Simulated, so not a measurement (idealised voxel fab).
process module | voxel transistor to metal
cross-section cut | 200 nm wide | cells 5 nm
A cross-section is a grid of square cells, given in bands from the top down. A band is one or more rows of cells.
Each band's line starts with the height of the band's top and of its bottom, in nm. Then come its materials from left to right, each with its width in nm. One material with "throughout" fills the band from edge to edge. "air" is empty space.
Height 0 is the level under which the wafer as received is all one material. The lowest band goes on downwards, as in "0 down".
A width such as "30 to 40" changes by the same amount from each row of cells to the next, from the band's top row to its bottom row.
"no change" after a step means that no cell of the cross-section changed.
closed voids: empty space of 8 cells or more with no open way to the top, each as width x height at its distance from the left edge, in nm
after a step's settings: what the simulator itself notes on the step
overlay nm, on a step with a mask: how far to the right of its planned place the mask lay; to the left if negative
plan
1 op RECEIVE | material Si
2 op CONFORMAL_DEP | material SiO2 | thk nm 5
3 op CONFORMAL_DEP | material SiN | thk nm 10
4 op MASKED_ETCH | tone cover | mask id ACTIVE | width nm 135 | etch materials SiN | depth nm 10 | overlay nm 0
5 op MASKED_ETCH | tone cover | mask id ACTIVE | width nm 135 | etch materials SiO2 | depth nm 5 | overlay nm 0
6 op MASKED_ETCH | tone cover | mask id ACTIVE | width nm 135 | etch materials Si | depth nm 35 | overlay nm 0
7 op OXIDIZE | depth nm 5
8 op FILL_DEP | material SiO2 | thk nm 10
9 op CMP | height nm 15
10 op SELECTIVE_ETCH | etch materials SiO2 | depth nm 5
11 op STRIP | etch materials SiN
12 op SELECTIVE_ETCH | etch materials SiO2 | depth nm 5
13 op OXIDIZE | depth nm 5
14 op DIRECTIONAL_DEP | material polySi | thk nm 30
15 op DIRECTIONAL_DEP | material SiCN | thk nm 15
16 op DIRECTIONAL_DEP | material aC | thk nm 15
17 op PATTERN | tone cover | mask id GATE | material resist | width nm 35 | thk nm 35 | overlay nm 0
18 op DIRECTIONAL_ETCH | etch materials aC | depth nm 15
19 op STRIP | etch materials resist
20 op DIRECTIONAL_ETCH | etch materials SiCN | depth nm 25
21 op DIRECTIONAL_ETCH | etch materials polySi | depth nm 40
22 op STRIP | etch materials aC
23 op CONFORMAL_DEP | material SiO2 | thk nm 5
24 op DIRECTIONAL_ETCH | etch materials SiO2 | depth nm 5
25 op CONFORMAL_DEP | material SiN | thk nm 10
26 op DIRECTIONAL_ETCH | etch materials SiN | depth nm 10
27 op DIRECTIONAL_ETCH | etch materials SiO2 | depth nm 5
28 op DIRECTIONAL_ETCH | etch materials Si | depth nm 5
29 op EPI | material pSi | thk nm 5
30 op FILL_DEP | material SiO2 | thk nm 5
31 op CMP | height nm 30
32 op STRIP | etch materials polySi
33 op SELECTIVE_ETCH | etch materials SiO2 | depth nm 5
34 op CONFORMAL_DEP | material HfO2 | thk nm 5
35 op CONFORMAL_DEP | material TiN | thk nm 5
36 op FILL_DEP | material W | thk nm 5
37 op CMP | height nm 25
38 op DIRECTIONAL_DEP | material SiO2 | thk nm 10
39 op PATTERN | tone open | mask id CONTACT | material resist | width nm 20 | pitch nm 95 | thk nm 15 | overlay nm 0
40 op DIRECTIONAL_ETCH | etch materials SiO2 | depth nm 40
41 op STRIP | etch materials resist
42 op CONFORMAL_DEP | material TiN | thk nm 5
43 op FILL_DEP | material W | thk nm 10
44 op CMP | height nm 35
45 op DIRECTIONAL_DEP | material TiN | thk nm 5
46 op DIRECTIONAL_DEP | material Ru | thk nm 15
47 op MASKED_ETCH | tone cover | mask id METAL_1 | width nm 20 | pitch nm 95 | etch materials Ru | depth nm 15 | overlay nm 0
48 op MASKED_ETCH | tone cover | mask id METAL_1 | width nm 20 | pitch nm 95 | etch materials TiN | depth nm 5 | overlay nm 0
49 op CONFORMAL_DEP | material SiN | thk nm 5
50 op FILL_DEP | material lowk | thk nm 5
51 op CMP | height nm 55
52 op CONFORMAL_DEP | material SiCN | thk nm 5
first wafer, as planned
as received, after step 1
  0 down: Si throughout
  closed voids: none
after step 2
  5 to 0: SiO2 throughout
  below 0: unchanged
after step 3
  15 to 5: SiN throughout
  below 5: unchanged
after step 4
  15 to 5: air 30 | SiN 135 | air 35
  below 5: unchanged
after step 5
  15 to 5: air 30 | SiN 135 | air 35
  5 to 0: air 30 | SiO2 135 | air 35
  below 0: unchanged
after step 6
  15 to 5: air 30 | SiN 135 | air 35
  5 to 0: air 30 | SiO2 135 | air 35
  0 to -35: air 30 | Si 135 | air 35
  below -35: unchanged
after step 7
  15 to 5: air 30 | SiN 135 | air 35
  5 to 0: air 30 | SiO2 135 | air 35
  0 to -35: air 30 | SiO2 5 | Si 125 | SiO2 5 | air 35
  -35 to -40: SiO2 35 | Si 125 | SiO2 40
  below -40: unchanged
after step 8
  25 to 15: SiO2 throughout
  15 to 5: SiO2 30 | SiN 135 | SiO2 35
  5 to 0: SiO2 throughout
  0 to -40: SiO2 35 | Si 125 | SiO2 40
  below -40: unchanged
after step 9
  15 to 5: SiO2 30 | SiN 135 | SiO2 35
  below 5: unchanged
after step 10
  15 to 10: air 30 | SiN 135 | air 35
  below 10: unchanged
after step 11
  10 to 5: SiO2 30 | air 135 | SiO2 35
  below 5: unchanged
after step 12
  5 to 0: SiO2 25 | air 145 | SiO2 30
  below 0: unchanged
after step 13
  5 to 0: SiO2 25 | air 145 | SiO2 30
  0 to -5: SiO2 throughout
  below -5: unchanged
after step 14
  35 to 30: polySi 25 | air 145 | polySi 30
  30 to 5: polySi throughout
  5 to 0: SiO2 25 | polySi 145 | SiO2 30
  below 0: unchanged
after step 15
  50 to 45: SiCN 25 | air 145 | SiCN 30
  45 to 35: SiCN throughout
  35 to 30: polySi 25 | SiCN 145 | polySi 30
  below 30: unchanged
after step 16
  65 to 60: aC 25 | air 145 | aC 30
  60 to 50: aC throughout
  50 to 45: SiCN 25 | aC 145 | SiCN 30
  below 45: unchanged
after step 17
  100 to 65: air 80 | resist 35 | air 85
  65 to 60: aC 25 | air 55 | resist 35 | air 55 | aC 30
  below 60: unchanged
after step 18
  85 to 60: air 80 | resist 35 | air 85
  60 to 50: air 80 | aC 35 | air 85
  50 to 45: SiCN 25 | air 55 | aC 35 | air 55 | SiCN 30
  below 45: unchanged
after step 19
  60 to 50: air 80 | aC 35 | air 85
  below 50: unchanged
after step 20
  60 to 45: air 80 | aC 35 | air 85
  45 to 35: air 80 | SiCN 35 | air 85
  35 to 30: polySi 25 | air 55 | SiCN 35 | air 55 | polySi 30
  below 30: unchanged
after step 21
  60 to 45: air 80 | aC 35 | air 85
  45 to 30: air 80 | SiCN 35 | air 85
  30 to 5: air 80 | polySi 35 | air 85
  5 to 0: SiO2 25 | air 55 | polySi 35 | air 55 | SiO2 30
  below 0: unchanged
after step 22
  45 to 30: air 80 | SiCN 35 | air 85
  below 30: unchanged
after step 23
  50 to 45: air 75 | SiO2 45 | air 80
  45 to 30: air 75 | SiO2 5 | SiCN 35 | SiO2 5 | air 80
  30 to 10: air 75 | SiO2 5 | polySi 35 | SiO2 5 | air 80
  10 to 5: SiO2 30 | air 45 | SiO2 5 | polySi 35 | SiO2 5 | air 45 | SiO2 35
  5 to 0: SiO2 80 | polySi 35 | SiO2 85
  below 0: unchanged
after step 24
  45 to 30: air 75 | SiO2 5 | SiCN 35 | SiO2 5 | air 80
  30 to 5: air 75 | SiO2 5 | polySi 35 | SiO2 5 | air 80
  5 to 0: SiO2 30 | air 45 | SiO2 5 | polySi 35 | SiO2 5 | air 45 | SiO2 35
  below 0: unchanged
after step 25
  55 to 45: air 65 | SiN 65 | air 70
  45 to 30: air 65 | SiN 10 | SiO2 5 | SiCN 35 | SiO2 5 | SiN 10 | air 70
  30 to 15: air 65 | SiN 10 | SiO2 5 | polySi 35 | SiO2 5 | SiN 10 | air 70
  15 to 10: SiN 40 | air 25 | SiN 10 | SiO2 5 | polySi 35 | SiO2 5 | SiN 10 | air 25 | SiN 45
  10 to 5: SiN 75 | SiO2 5 | polySi 35 | SiO2 5 | SiN 80
  5 to 0: SiO2 30 | SiN 45 | SiO2 5 | polySi 35 | SiO2 5 | SiN 45 | SiO2 35
  below 0: unchanged
after step 26
  45 to 30: air 65 | SiN 10 | SiO2 5 | SiCN 35 | SiO2 5 | SiN 10 | air 70
  30 to 5: air 65 | SiN 10 | SiO2 5 | polySi 35 | SiO2 5 | SiN 10 | air 70
  5 to 0: SiO2 30 | SiN 10 | air 25 | SiN 10 | SiO2 5 | polySi 35 | SiO2 5 | SiN 10 | air 25 | SiN 10 | SiO2 35
  below 0: unchanged
after step 27
  45 to 40: air 65 | SiN 10 | air 5 | SiCN 35 | air 5 | SiN 10 | air 70
  40 to 30: air 65 | SiN 10 | SiO2 5 | SiCN 35 | SiO2 5 | SiN 10 | air 70
  30 to 5: air 65 | SiN 10 | SiO2 5 | polySi 35 | SiO2 5 | SiN 10 | air 70
  5 to 0: air 30 | SiN 10 | air 25 | SiN 10 | SiO2 5 | polySi 35 | SiO2 5 | SiN 10 | air 25 | SiN 10 | air 35
  0 to -5: SiO2 40 | air 25 | SiO2 65 | air 25 | SiO2 45
  below -5: unchanged
after step 28
  45 to 40: air 65 | SiN 10 | air 5 | SiCN 35 | air 5 | SiN 10 | air 70
  40 to 30: air 65 | SiN 10 | SiO2 5 | SiCN 35 | SiO2 5 | SiN 10 | air 70
  30 to 5: air 65 | SiN 10 | SiO2 5 | polySi 35 | SiO2 5 | SiN 10 | air 70
  5 to 0: air 30 | SiN 10 | air 25 | SiN 10 | SiO2 5 | polySi 35 | SiO2 5 | SiN 10 | air 25 | SiN 10 | air 35
  0 to -5: SiO2 40 | air 25 | SiO2 65 | air 25 | SiO2 45
  -5 to -10: SiO2 35 | Si 5 | air 25 | Si 65 | air 25 | Si 5 | SiO2 40
  below -10: unchanged
after step 29
  45 to 40: air 65 | SiN 10 | air 5 | SiCN 35 | air 5 | SiN 10 | air 70
  40 to 30: air 65 | SiN 10 | SiO2 5 | SiCN 35 | SiO2 5 | SiN 10 | air 70
  30 to 5: air 65 | SiN 10 | SiO2 5 | polySi 35 | SiO2 5 | SiN 10 | air 70
  5 to 0: air 30 | SiN 10 | air 25 | SiN 10 | SiO2 5 | polySi 35 | SiO2 5 | SiN 10 | air 25 | SiN 10 | air 35
  0 to -5: SiO2 40 | pSi 5 | air 15 | pSi 5 | SiO2 65 | pSi 5 | air 15 | pSi 5 | SiO2 45
  -5 to -10: SiO2 35 | Si 5 | pSi 25 | Si 65 | pSi 25 | Si 5 | SiO2 40
  below -10: unchanged
after step 30
  50 to 45: SiO2 throughout
  45 to 30: SiO2 65 | SiN 10 | SiO2 5 | SiCN 35 | SiO2 5 | SiN 10 | SiO2 70
  30 to 5: SiO2 65 | SiN 10 | SiO2 5 | polySi 35 | SiO2 5 | SiN 10 | SiO2 70
  5 to 0: SiO2 30 | SiN 10 | SiO2 25 | SiN 10 | SiO2 5 | polySi 35 | SiO2 5 | SiN 10 | SiO2 25 | SiN 10 | SiO2 35
  0 to -5: SiO2 40 | pSi 5 | SiO2 15 | pSi 5 | SiO2 65 | pSi 5 | SiO2 15 | pSi 5 | SiO2 45
  below -5: unchanged
after step 31
  30 to 5: SiO2 65 | SiN 10 | SiO2 5 | polySi 35 | SiO2 5 | SiN 10 | SiO2 70
  below 5: unchanged
after step 32
  30 to 5: SiO2 65 | SiN 10 | SiO2 5 | air 35 | SiO2 5 | SiN 10 | SiO2 70
  5 to 0: SiO2 30 | SiN 10 | SiO2 25 | SiN 10 | SiO2 5 | air 35 | SiO2 5 | SiN 10 | SiO2 25 | SiN 10 | SiO2 35
  below 0: unchanged
after step 33
  30 to 25: air 65 | SiN 10 | air 45 | SiN 10 | air 70
  25 to 5: SiO2 65 | SiN 10 | air 45 | SiN 10 | SiO2 70
  5 to 0: SiO2 30 | SiN 10 | SiO2 25 | SiN 10 | air 45 | SiN 10 | SiO2 25 | SiN 10 | SiO2 35
  0 to -5: SiO2 40 | pSi 5 | SiO2 15 | pSi 5 | SiO2 10 | air 45 | SiO2 10 | pSi 5 | SiO2 15 | pSi 5 | SiO2 45
  below -5: unchanged
after step 34
  35 to 30: air 60 | HfO2 20 | air 35 | HfO2 20 | air 65
  30 to 25: HfO2 65 | SiN 10 | HfO2 5 | air 35 | HfO2 5 | SiN 10 | HfO2 70
  25 to 5: SiO2 65 | SiN 10 | HfO2 5 | air 35 | HfO2 5 | SiN 10 | SiO2 70
  5 to 0: SiO2 30 | SiN 10 | SiO2 25 | SiN 10 | HfO2 5 | air 35 | HfO2 5 | SiN 10 | SiO2 25 | SiN 10 | SiO2 35
  0 to -5: SiO2 40 | pSi 5 | SiO2 15 | pSi 5 | SiO2 10 | HfO2 45 | SiO2 10 | pSi 5 | SiO2 15 | pSi 5 | SiO2 45
  below -5: unchanged
after step 35
  40 to 35: air 55 | TiN 30 | air 25 | TiN 30 | air 60
  35 to 30: TiN 60 | HfO2 20 | TiN 5 | air 25 | TiN 5 | HfO2 20 | TiN 65
  30 to 25: HfO2 65 | SiN 10 | HfO2 5 | TiN 5 | air 25 | TiN 5 | HfO2 5 | SiN 10 | HfO2 70
  25 to 5: SiO2 65 | SiN 10 | HfO2 5 | TiN 5 | air 25 | TiN 5 | HfO2 5 | SiN 10 | SiO2 70
  5 to 0: SiO2 30 | SiN 10 | SiO2 25 | SiN 10 | HfO2 5 | TiN 35 | HfO2 5 | SiN 10 | SiO2 25 | SiN 10 | SiO2 35
  below 0: unchanged
after step 36
  45 to 40: W throughout
  40 to 35: W 55 | TiN 30 | W 25 | TiN 30 | W 60
  35 to 30: TiN 60 | HfO2 20 | TiN 5 | W 25 | TiN 5 | HfO2 20 | TiN 65
  30 to 25: HfO2 65 | SiN 10 | HfO2 5 | TiN 5 | W 25 | TiN 5 | HfO2 5 | SiN 10 | HfO2 70
  25 to 5: SiO2 65 | SiN 10 | HfO2 5 | TiN 5 | W 25 | TiN 5 | HfO2 5 | SiN 10 | SiO2 70
  below 5: unchanged
after step 37
  25 to 5: SiO2 65 | SiN 10 | HfO2 5 | TiN 5 | W 25 | TiN 5 | HfO2 5 | SiN 10 | SiO2 70
  below 5: unchanged
after step 38
  35 to 25: SiO2 throughout
  below 25: unchanged
after step 39
  50 to 35: resist 40 | air 20 | resist 75 | air 20 | resist 45
  below 35: unchanged
after step 40
  50 to 35: resist 40 | air 20 | resist 75 | air 20 | resist 45
  35 to 25: SiO2 40 | air 20 | SiO2 75 | air 20 | SiO2 45
  25 to 5: SiO2 40 | air 20 | SiO2 5 | SiN 10 | HfO2 5 | TiN 5 | W 25 | TiN 5 | HfO2 5 | SiN 10 | SiO2 5 | air 20 | SiO2 45
  5 to 0: SiO2 30 | SiN 10 | air 20 | SiO2 5 | SiN 10 | HfO2 5 | TiN 35 | HfO2 5 | SiN 10 | SiO2 5 | air 20 | SiN 10 | SiO2 35
  0 to -5: SiO2 40 | pSi 5 | air 15 | pSi 5 | SiO2 10 | HfO2 45 | SiO2 10 | pSi 5 | air 15 | pSi 5 | SiO2 45
  below -5: unchanged
after step 41
  35 to 25: SiO2 40 | air 20 | SiO2 75 | air 20 | SiO2 45
  below 25: unchanged
after step 42
  40 to 35: TiN 45 | air 10 | TiN 85 | air 10 | TiN 50
  35 to 25: SiO2 40 | TiN 5 | air 10 | TiN 5 | SiO2 75 | TiN 5 | air 10 | TiN 5 | SiO2 45
  25 to 5: SiO2 40 | TiN 5 | air 10 | TiN 5 | SiO2 5 | SiN 10 | HfO2 5 | TiN 5 | W 25 | TiN 5 | HfO2 5 | SiN 10 | SiO2 5 | TiN 5 | air 10 | TiN 5 | SiO2 45
  5 to 0: SiO2 30 | SiN 10 | TiN 10 | air 5 | TiN 5 | SiO2 5 | SiN 10 | HfO2 5 | TiN 35 | HfO2 5 | SiN 10 | SiO2 5 | TiN 5 | air 5 | TiN 10 | SiN 10 | SiO2 35
  0 to -5: SiO2 40 | pSi 5 | TiN 15 | pSi 5 | SiO2 10 | HfO2 45 | SiO2 10 | pSi 5 | TiN 15 | pSi 5 | SiO2 45
  below -5: unchanged
after step 43
  50 to 40: W throughout
  40 to 35: TiN 45 | W 10 | TiN 85 | W 10 | TiN 50
  35 to 25: SiO2 40 | TiN 5 | W 10 | TiN 5 | SiO2 75 | TiN 5 | W 10 | TiN 5 | SiO2 45
  25 to 5: SiO2 40 | TiN 5 | W 10 | TiN 5 | SiO2 5 | SiN 10 | HfO2 5 | TiN 5 | W 25 | TiN 5 | HfO2 5 | SiN 10 | SiO2 5 | TiN 5 | W 10 | TiN 5 | SiO2 45
  5 to 0: SiO2 30 | SiN 10 | TiN 10 | W 5 | TiN 5 | SiO2 5 | SiN 10 | HfO2 5 | TiN 35 | HfO2 5 | SiN 10 | SiO2 5 | TiN 5 | W 5 | TiN 10 | SiN 10 | SiO2 35
  below 0: unchanged
after step 44
  35 to 25: SiO2 40 | TiN 5 | W 10 | TiN 5 | SiO2 75 | TiN 5 | W 10 | TiN 5 | SiO2 45
  below 25: unchanged
after step 45
  40 to 35: TiN throughout
  below 35: unchanged
after step 46
  55 to 40: Ru throughout
  below 40: unchanged
after step 47
  55 to 40: air 40 | Ru 20 | air 75 | Ru 20 | air 45
  below 40: unchanged
after step 48
  55 to 40: air 40 | Ru 20 | air 75 | Ru 20 | air 45
  40 to 35: air 40 | TiN 20 | air 75 | TiN 20 | air 45
  below 35: unchanged
after step 49
  60 to 55: air 35 | SiN 30 | air 65 | SiN 30 | air 40
  55 to 40: air 35 | SiN 5 | Ru 20 | SiN 5 | air 65 | SiN 5 | Ru 20 | SiN 5 | air 40
  40 to 35: SiN 40 | TiN 20 | SiN 75 | TiN 20 | SiN 45
  below 35: unchanged
after step 50
  65 to 60: lowk throughout
  60 to 55: lowk 35 | SiN 30 | lowk 65 | SiN 30 | lowk 40
  55 to 40: lowk 35 | SiN 5 | Ru 20 | SiN 5 | lowk 65 | SiN 5 | Ru 20 | SiN 5 | lowk 40
  below 40: unchanged
after step 51
  55 to 40: lowk 35 | SiN 5 | Ru 20 | SiN 5 | lowk 65 | SiN 5 | Ru 20 | SiN 5 | lowk 40
  below 40: unchanged
after step 52
  60 to 55: SiCN throughout
  below 55: unchanged
second wafer: like start, like plan, one mistake. Through step 46 it matches the first wafer
when step 47 should have ended
  55 to 40: air 50 | Ru 20 | air 75 | Ru 20 | air 35
  below 40: unchanged
when step 48 should have ended
  55 to 40: air 50 | Ru 20 | air 75 | Ru 20 | air 35
  40 to 35: air 40 | TiN 30 | air 65 | TiN 30 | air 35
  below 35: unchanged
when step 49 should have ended
  60 to 55: air 45 | SiN 30 | air 65 | SiN 30 | air 30
  55 to 45: air 45 | SiN 5 | Ru 20 | SiN 5 | air 65 | SiN 5 | Ru 20 | SiN 5 | air 30
  45 to 40: air 35 | SiN 15 | Ru 20 | SiN 5 | air 55 | SiN 15 | Ru 20 | SiN 5 | air 30
  40 to 35: SiN 40 | TiN 30 | SiN 65 | TiN 30 | SiN 35
  below 35: unchanged
when step 50 should have ended
  65 to 60: lowk throughout
  60 to 55: lowk 45 | SiN 30 | lowk 65 | SiN 30 | lowk 30
  55 to 45: lowk 45 | SiN 5 | Ru 20 | SiN 5 | lowk 65 | SiN 5 | Ru 20 | SiN 5 | lowk 30
  45 to 40: lowk 35 | SiN 15 | Ru 20 | SiN 5 | lowk 55 | SiN 15 | Ru 20 | SiN 5 | lowk 30
  below 40: unchanged
when step 51 should have ended
  55 to 45: lowk 45 | SiN 5 | Ru 20 | SiN 5 | lowk 65 | SiN 5 | Ru 20 | SiN 5 | lowk 30
  below 45: unchanged
when step 52 should have ended
  60 to 55: SiCN throughout
  below 55: unchanged
what went wrong: step 47 ran as: op MASKED_ETCH | tone cover | mask id METAL_1 | width nm 20 | pitch nm 95 | etch materials Ru | depth nm 15 | overlay nm 10
at the end the second wafer has, in cells: 4 more of TiN | 4 fewer of lowk
